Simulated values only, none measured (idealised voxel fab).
Process module under the name voxel wiring stack
Square cells of 5 nm make up the cross-section cut, whose width is 260 nm.
Think of the cross-section as a grid of square cells. We describe it in bands, top to bottom, and each band covers one or more rows of those cells.
The band entry comprises the height of the band's top followed by the height of its bottom, expressed in nm, and subsequently the band's materials from left to right, each stated together with its width in nm. Where a single material is marked with the word "everywhere", that material fills the band from edge to edge. The word "blank" represents empty space.
Measure heights from 0. That's the level where, below it, the as-received wafer is all one material. The lowest band is bottomless and extends downward; write it as in "0 nm and below".
Per-row width for "30->40": begins at first number (top row of band), ends at second number (bottom row), increment between rows held constant.
Given "all unchanged" for a step, no cell of the cross-section differs between before and after that step.
The list in "Closed void table" covers empty spaces of 8 cells or more that cannot reach the top through any open way, and it gives each as width x height at distance; the distance is from the left edge, and width, height and distance are in nm.
after a step's settings: what the simulator itself notes on the step
Each step line may optionally specify "overlay nm", which for a step with a mask gives the rightward distance between the mask's planned place and where it lay, a negative value indicating the leftward direction.
[Below is the list of planned process steps]
1 RECEIVE, material Si
2 CONFORMAL_DEP, material SiO2, thk nm 15
3 CONFORMAL_DEP, material SiCN, thk nm 5
4 DIRECTIONAL_DEP, material lowk, thk nm 20
5 MASKED_ETCH, tone open, mask id METAL_1, width nm 25, pitch nm 50, etch materials lowk, depth nm 20, overlay nm 0
6 MASKED_ETCH, tone open, mask id METAL_1, width nm 25, pitch nm 50, etch materials SiCN, depth nm 5, overlay nm 0
7 CONFORMAL_DEP, material TiN, thk nm 5
8 FILL_DEP, material Cu, thk nm 10
9 CMP, height nm 40
10 CONFORMAL_DEP, material SiCN, thk nm 5
11 DIRECTIONAL_DEP, material lowk, thk nm 15
12 MASKED_ETCH, tone open, mask id PLUG_1, width nm 15, pitch nm 100, etch materials lowk, depth nm 15, overlay nm -15
13 MASKED_ETCH, tone open, mask id PLUG_1, width nm 15, pitch nm 100, etch materials SiCN, depth nm 5, overlay nm 0
14 EPI, material Ru, thk nm 10
15 EPI, material Ru, thk nm 10
16 CONFORMAL_DEP, material SiCN, thk nm 5
17 DIRECTIONAL_DEP, material SiO2, thk nm 25
18 DIRECTIONAL_DEP, material aC, thk nm 15
19 PATTERN, tone open, mask id METAL_2, material resist, width nm 25, pitch nm 50, thk nm 30, overlay nm 0
20 DIRECTIONAL_ETCH, etch materials aC, depth nm 15
21 STRIP, etch materials resist
22 DIRECTIONAL_ETCH, etch materials SiO2, depth nm 25
23 DIRECTIONAL_ETCH, etch materials SiCN, depth nm 5
24 STRIP, etch materials aC
25 CONFORMAL_DEP, material TiN, thk nm 5
26 FILL_DEP, material Cu, thk nm 5
27 CMP, height nm 90
28 CONFORMAL_DEP, material SiCN, thk nm 5
29 DIRECTIONAL_DEP, material SiO2, thk nm 15
30 DIRECTIONAL_DEP, material aC, thk nm 15
31 PATTERN, tone open, mask id PLUG_2, material resist, width nm 15, pitch nm 50, thk nm 30, overlay nm 0
32 DIRECTIONAL_ETCH, etch materials aC, depth nm 15
33 STRIP, etch materials resist
34 DIRECTIONAL_ETCH, etch materials SiO2, depth nm 15
35 DIRECTIONAL_ETCH, etch materials SiCN, depth nm 5
36 STRIP, etch materials aC
37 CONFORMAL_DEP, material TiN, thk nm 5
38 FILL_DEP, material Cu, thk nm 10
39 CMP, height nm 110
40 DIRECTIONAL_DEP, material TiN, thk nm 5
41 DIRECTIONAL_DEP, material Ru, thk nm 20
42 PATTERN, tone cover, mask id METAL_3, material resist, width nm 25, pitch nm 50, thk nm 15, overlay nm 0
43 DIRECTIONAL_ETCH, etch materials Ru, depth nm 20
44 DIRECTIONAL_ETCH, etch materials TiN, depth nm 5
45 STRIP, etch materials resist
46 FILL_DEP, material lowk, thk nm 5
47 CMP, height nm 135
48 CONFORMAL_DEP, material SiCN, thk nm 5
49 DIRECTIONAL_DEP, material lowk, thk nm 20
50 MASKED_ETCH, tone open, mask id PLUG_3, width nm 15, pitch nm 50, etch materials lowk, depth nm 20, overlay nm 0
51 MASKED_ETCH, tone open, mask id PLUG_3, width nm 15, pitch nm 50, etch materials SiCN, depth nm 5, overlay nm 0
52 EPI, material Ru, thk nm 10
53 EPI, material Ru, thk nm 10
54 EPI, material Ru, thk nm 5
55 CONFORMAL_DEP, material SiCN, thk nm 5
56 DIRECTIONAL_DEP, material lowk, thk nm 15
57 PATTERN, tone open, mask id METAL_4, material resist, width nm 25, pitch nm 50, thk nm 15, overlay nm 0
58 DIRECTIONAL_ETCH, etch materials lowk, depth nm 15
59 DIRECTIONAL_ETCH, etch materials SiCN, depth nm 5
60 STRIP, etch materials resist
61 CONFORMAL_DEP, material TiN, thk nm 5
62 FILL_DEP, material Ru, thk nm 5
63 CMP, height nm 180
64 CONFORMAL_DEP, material SiCN, thk nm 5
For clarity, it should be stated that the wafers under discussion commence in an identical condition and differ with respect to the overlay nm of step 12, the plan indicating the value that the first wafer had.
[As-received cross-section, first of several wafers, post step 1]
    0 nm and below: Si everywhere
    Closed void table: none
[each wafer at the end: cells of each material gained (+) or lost (-) since it was received, then its closed voids]
overlay nm -15 | +120 Cu | +176 Ru | +292 SiCN | +436 SiO2 | +218 TiN | +682 lowk | Closed void table: none
overlay nm -10 | +120 Cu | +196 Ru | +278 SiCN | +436 SiO2 | +212 TiN | +682 lowk | Closed void table: none
overlay nm -5 | +120 Cu | +198 Ru | +276 SiCN | +436 SiO2 | +212 TiN | +682 lowk | Closed void table: none
overlay nm 0 | +120 Cu | +200 Ru | +274 SiCN | +436 SiO2 | +212 TiN | +682 lowk | Closed void table: none
overlay nm 5 | +120 Cu | +198 Ru | +276 SiCN | +436 SiO2 | +212 TiN | +682 lowk | Closed void table: none
overlay nm 10 | +120 Cu | +196 Ru | +278 SiCN | +436 SiO2 | +212 TiN | +682 lowk | Closed void table: none
overlay nm 15 | +120 Cu | +176 Ru | +292 SiCN | +436 SiO2 | +218 TiN | +682 lowk | Closed void table: none
